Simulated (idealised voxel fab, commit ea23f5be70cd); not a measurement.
Herein follows the process module entitled voxel self aligned contacts.
Section shown: cut. Width: 295 nm. Cell size: 5 nm, square.
How to read a cross-section here: the picture is a grid of square cells, written as bands going from the top down, and any band can span one or more rows of cells.
Quick guide to a band line: top height, bottom height (nm) up front; then every material left to right with its width in nm. Only one material and it's marked "full width"? Then it fills the band edge to edge. And "blank" just means empty space.
We count height from 0. Below that, the starting wafer is all one material. The lowest band never ends at the bottom but goes on down; see "0 nm and below" for how that is written.
Graded width ("30..40"): value in top row of band = first number; value in bottom row = second number; row-to-row change constant.
"same as before" (step): cross-section cells unchanged, all of them.
Enclosed voids (no open way to top), threshold 8 cells or more, entry "Closed voids list", notation width x height at distance, distance from left edge, nm.
Note: text after step settings on the step line = simulator remark on that step.
overlay nm: where the mask lay relative to plan, measured to the right, on steps with a mask; negatives go left.
Steps planned for the process:
1: RECEIVE with material Si
2: OXIDIZE with depth nm 5
3: DIRECTIONAL_DEP with material polySi, thk nm 30
4: DIRECTIONAL_DEP with material SiN, thk nm 20
5: PATTERN with tone cover, mask id GATE, material resist, width nm 30, pitch nm 65, thk nm 15, overlay nm 0
6: DIRECTIONAL_ETCH with etch materials SiN, depth nm 20
7: DIRECTIONAL_ETCH with etch materials polySi, depth nm 30
8: STRIP with etch materials resist
9: CONFORMAL_DEP with material SiN, thk nm 5
10: DIRECTIONAL_ETCH with etch materials SiN, depth nm 5
11: FILL_DEP with material SiO2, thk nm 15
12: CMP with height nm 60
13: PATTERN with tone open, mask id CONTACT, material resist, width nm 45, thk nm 20, overlay nm 0
14: DIRECTIONAL_ETCH with etch materials SiO2, depth nm 65
15: STRIP with etch materials resist
16: CONFORMAL_DEP with material TiN, thk nm 5
17: FILL_DEP with material Ru, thk nm 10
18: CMP with height nm 60
19: CONFORMAL_DEP with material SiCN, thk nm 5
Shown in cross-section is the wafer as received, that is, as it stands after step 1:
- 0 nm and below = Si full width
- Closed voids list: none
The module was run from the start shown above using the plan shown above, but one mistake was made doing it; the resulting wafer cross-section is below:
- 65 nm to 60 nm = SiCN full width
- 60 nm to 50 nm = 135 nm SiO2 / 5 nm TiN / 35..15 nm Ru / 5..25 nm TiN / 115 nm SiO2
- 50 nm to 30 nm = 95 nm SiO2 / 40 nm SiN / 5 nm TiN / 15 nm Ru / 5 nm TiN / 40 nm SiN / 95 nm SiO2
- 30 nm to 0 nm = 95 nm SiO2 / 5 nm SiN / 30 nm polySi / 5 nm SiN / 5 nm TiN / 15 nm Ru / 5 nm TiN / 5 nm SiN / 30 nm polySi / 5 nm SiN / 95 nm SiO2
- 0 nm to -5 nm = 135 nm SiO2 / 25 nm TiN / 135 nm SiO2
- -5 nm and below = Si full width
- Closed voids list: none
Want to know what went wrong? heads up, step 13 didn't go per plan, it actually ran as PATTERN with tone open, mask id CONTACT, material resist, width nm 45, thk nm 20, overlay nm 10
